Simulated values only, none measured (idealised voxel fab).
A process module follows: voxel wiring stack.
Section shown: cut. Width: 270 nm. Cell size: 5 nm, square.
Cross-section format: a grid of square cells, given as bands from top to bottom; each band is one or more rows of cells.
A band entry consists of two parts. The first gives the height of the band's top and the height of its bottom, in nm. The rest lists the band's materials from left to right, each with its width in nm. A single material labelled with the word "throughout" fills the band from edge to edge, and the word "blank" marks empty space.
Below 0: as-received wafer, all one material; heights counted from there. Lowest band: no bottom, goes on down, written "top 0, no bottom".
The notation "30 to 40" denotes a width that varies across the rows of cells in the band, beginning at the first number in the top row, finishing at the second number in the bottom row, and changing by an identical amount from each row to the next.
No cell of the cross-section changed in a step that is given as "nothing altered".
Heads up: "closed voids" only lists the empty pockets with no open path to the top that are 8 cells or more, and it writes them as width x height at distance, distance from the left edge, in nm.
Past the settings on a step's line: simulator remark, on that step.
"overlay nm" denotes, for a step that has a mask, the displacement of the mask to the right of its planned place, with negative values corresponding to the left.

-- So here's the lineup of process steps we planned
1,RECEIVE with material Si
2,CONFORMAL_DEP with material SiO2, thk nm 15
3,CONFORMAL_DEP with material SiCN, thk nm 5
4,DIRECTIONAL_DEP with material SiO2, thk nm 20
5,PATTERN with tone open, mask id METAL_1, material resist, width nm 25, pitch nm 45, thk nm 20, overlay nm 0
6,DIRECTIONAL_ETCH with etch materials SiO2, depth nm 20
7,DIRECTIONAL_ETCH with etch materials SiCN, depth nm 5
8,STRIP with etch materials resist
9,CONFORMAL_DEP with material TiN, thk nm 5
10,FILL_DEP with material Ru, thk nm 5
11,CMP with height nm 40
12,CONFORMAL_DEP with material SiCN, thk nm 5
13,DIRECTIONAL_DEP with material SiO2, thk nm 10
14,PATTERN with tone open, mask id PLUG_1, material resist, width nm 15, pitch nm 45, thk nm 20, overlay nm 0
15,DIRECTIONAL_ETCH with etch materials SiO2, depth nm 10
16,DIRECTIONAL_ETCH with etch materials SiCN, depth nm 5
17,STRIP with etch materials resist
18,EPI with material Ru, thk nm 10
19,EPI with material Ru, thk nm 5
20,CONFORMAL_DEP with material SiN, thk nm 5
21,DIRECTIONAL_DEP with material lowk, thk nm 20
22,PATTERN with tone open, mask id METAL_2, material resist, width nm 25, pitch nm 45, thk nm 20, overlay nm 0
23,DIRECTIONAL_ETCH with etch materials lowk, depth nm 20
24,DIRECTIONAL_ETCH with etch materials SiN, depth nm 5
25,STRIP with etch materials resist
26,CONFORMAL_DEP with material TiN, thk nm 5
27,FILL_DEP with material Cu, thk nm 5
28,CMP with height nm 80
29,CONFORMAL_DEP with material SiCN, thk nm 5
30,DIRECTIONAL_DEP with material lowk, thk nm 30
31,MASKED_ETCH with tone open, mask id METAL_3_HOLES, width nm 15, pitch nm 90, etch materials lowk, depth nm 30, overlay nm 0
32,DIRECTIONAL_DEP with material aC, thk nm 10
33,PATTERN with tone open, mask id METAL_3, material resist, width nm 25, pitch nm 45, thk nm 25, overlay nm 0
34,DIRECTIONAL_ETCH with etch materials aC, depth nm 10
35,STRIP with etch materials resist
36,DIRECTIONAL_ETCH with etch materials lowk, depth nm 15
37,DIRECTIONAL_ETCH with etch materials SiCN, depth nm 5
38,STRIP with etch materials aC
39,CONFORMAL_DEP with material TiN, thk nm 5
40,FILL_DEP with material Cu, thk nm 10
41,CMP with height nm 115
42,CONFORMAL_DEP with material SiN, thk nm 5

-- Cross-sectional view of the wafer in its as-received condition, corresponding to the state after step 1
    top 0, no bottom: Si throughout
    closed voids: none

-- One mistake in running the module, otherwise start and plan as above: cross-section at the end
    top 120, bottom 115: SiN throughout
    top 115, bottom 105: lowk 55 nm / TiN 5 nm / Cu 15 nm / TiN 5 nm / lowk 20 nm / TiN 5 nm / Cu 15 nm / TiN 5 nm / lowk 20 nm / TiN 5 nm / Cu 15 nm / TiN 5 nm / lowk 20 nm / TiN 5 nm / Cu 15 nm / TiN 5 nm / lowk 55 nm
    top 105, bottom 100: lowk 55 nm / TiN 5 nm / Cu 5 nm / TiN 15 nm / lowk 20 nm / TiN 25 nm / lowk 20 nm / TiN 5 nm / Cu 5 nm / TiN 15 nm / lowk 20 nm / TiN 25 nm / lowk 55 nm
    top 100, bottom 85: lowk 55 nm / TiN 5 nm / Cu 5 nm / TiN 5 nm / lowk 75 nm / TiN 5 nm / Cu 5 nm / TiN 5 nm / lowk 110 nm
    top 85, bottom 80: SiCN 55 nm / TiN 15 nm / SiCN 75 nm / TiN 15 nm / SiCN 110 nm
    top 80, bottom 60: lowk 60 nm / TiN 5 nm / Cu 10 nm / TiN 5 nm / lowk 25 nm / TiN 5 nm / Cu 10 nm / TiN 5 nm / lowk 25 nm / TiN 5 nm / Cu 10 nm / TiN 5 nm / lowk 25 nm / TiN 5 nm / Cu 10 nm / TiN 5 nm / lowk 55 nm
    top 60, bottom 55: SiN 60 nm / TiN 20 nm / SiN 25 nm / TiN 20 nm / SiN 25 nm / TiN 20 nm / SiN 25 nm / TiN 20 nm / SiN 55 nm
    top 55, bottom 45: SiO2 55 nm / Ru 15 nm / SiO2 30 nm / Ru 15 nm / SiO2 30 nm / Ru 15 nm / SiO2 30 nm / Ru 15 nm / SiO2 65 nm
    top 45, bottom 40: SiCN 55 nm / Ru 15 nm / SiCN 30 nm / Ru 15 nm / SiCN 30 nm / Ru 15 nm / SiCN 30 nm / Ru 15 nm / SiCN 65 nm
    top 40, bottom 20: SiO2 55 nm / TiN 5 nm / Ru 15 nm / TiN 5 nm / SiO2 20 nm / TiN 5 nm / Ru 15 nm / TiN 5 nm / SiO2 20 nm / TiN 5 nm / Ru 15 nm / TiN 5 nm / SiO2 20 nm / TiN 5 nm / Ru 15 nm / TiN 5 nm / SiO2 55 nm
    top 20, bottom 15: SiCN 55 nm / TiN 25 nm / SiCN 20 nm / TiN 25 nm / SiCN 20 nm / TiN 25 nm / SiCN 20 nm / TiN 25 nm / SiCN 55 nm
    top 15, bottom 0: SiO2 throughout
    top 0, no bottom: Si throughout
    closed voids: none
The plan and the run diverged here: contrary to plan, step 22 was performed as PATTERN with tone open, mask id METAL_2, material resist, width nm 20, pitch nm 45, thk nm 20, overlay nm 0
